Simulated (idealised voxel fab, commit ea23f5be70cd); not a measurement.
Process module, titled voxel gate over fins
Shown is cross-section cut, with a width of 170 nm and square cells of size 5 nm.
How to read a cross-section here: the picture is a grid of square cells, written as bands going from the top down, and any band can span one or more rows of cells. Top, bottom (nm), then materials left to right with widths (nm); lone material tagged "everywhere" fills the whole band edge to edge; "air" = empty space. Heights are expressed relative to 0, this being the level below which the as-received wafer comprises one material exclusively. The lowest band is unbounded in the downward direction and is denoted as in "0 down". Width: "30 to 40" (first number = top row, second number = bottom row, same change from row to row of cells). "everything unchanged" for a step: no cell of the cross-section changed in that step. "Encapsulated voids": empty spaces of 8 cells or more with no open way to the top, each given as width x height at distance, distance from the left edge, all in nm. Note: text after step settings on the step line = simulator remark on that step. "overlay nm" on a masked step: distance the mask lay right of its planned place, negative for left.
Process steps (planned):
1,RECEIVE (material Si)
2,CONFORMAL_DEP (material SiN; thk nm 5)
3,PATTERN (tone cover; mask id FINS; material resist; width nm 15; pitch nm 60; thk nm 20; overlay nm 0)
4,DIRECTIONAL_ETCH (etch materials SiN; depth nm 5)
5,DIRECTIONAL_ETCH (etch materials Si; depth nm 40)
6,STRIP (etch materials resist)
7,OXIDIZE (depth nm 5)
8,FILL_DEP (material SiO2; thk nm 15)
9,CMP (height nm 5)
10,DIRECTIONAL_DEP (material aC; thk nm 10)
11,PATTERN (tone open; mask id RAIL; material resist; width nm 15; thk nm 25; overlay nm 0)
12,DIRECTIONAL_ETCH (etch materials aC; depth nm 10)
13,STRIP (etch materials resist)
14,DIRECTIONAL_ETCH (etch materials SiO2; depth nm 40)
15,STRIP (etch materials aC)
16,CONFORMAL_DEP (material TiN; thk nm 5)
17,FILL_DEP (material W; thk nm 10)
18,CMP (height nm 5)
19,SELECTIVE_ETCH (etch materials W Ru TiN; depth nm 20)
20,FILL_DEP (material SiO2; thk nm 5)
21,CMP (height nm 5)
22,SELECTIVE_ETCH (etch materials SiO2; depth nm 15)
23,STRIP (etch materials SiN)
24,CONFORMAL_DEP (material HfO2; thk nm 5)
25,CONFORMAL_DEP (material TiN; thk nm 5)
26,FILL_DEP (material W; thk nm 15)
27,CMP (height nm 20)
28,CONFORMAL_DEP (material SiN; thk nm 10)
Incoming wafer, cross-sectional view, post step 1:
- 0 down  Si everywhere
- Encapsulated voids: none
A wafer at the end: this start, this plan, one mistake:
- 30 to 20  SiN everywhere
- 20 to 10  W everywhere
- 10 to 5  10 W; 25 TiN; 35 W; 25 TiN; 35 W; 25 TiN; 15 W
- 5 to 0  10 W; 5 TiN; 15 HfO2; 5 TiN; 35 W; 5 TiN; 15 HfO2; 5 TiN; 35 W; 5 TiN; 15 HfO2; 5 TiN; 15 W
- 0 to -5  15 TiN; 5 HfO2; 5 Si; 5 HfO2; 45 TiN; 5 HfO2; 5 Si; 5 HfO2; 45 TiN; 5 HfO2; 5 Si; 5 HfO2; 20 TiN
- -5 to -10  20 HfO2; 5 Si; 55 HfO2; 5 Si; 55 HfO2; 5 Si; 25 HfO2
- -10 to -15  20 SiO2; 5 Si; 55 SiO2; 5 Si; 55 SiO2; 5 Si; 25 SiO2
- -15 to -20  20 SiO2; 5 Si; 20 SiO2; 15 TiN; 20 SiO2; 5 Si; 55 SiO2; 5 Si; 25 SiO2
- -20 to -45  20 SiO2; 5 Si; 55 SiO2; 5 Si; 55 SiO2; 5 Si; 25 SiO2
- -45 down  Si everywhere
- Encapsulated voids: none
So what did we get wrong on this run? with respect to the plan, step 9 was omitted and not executed
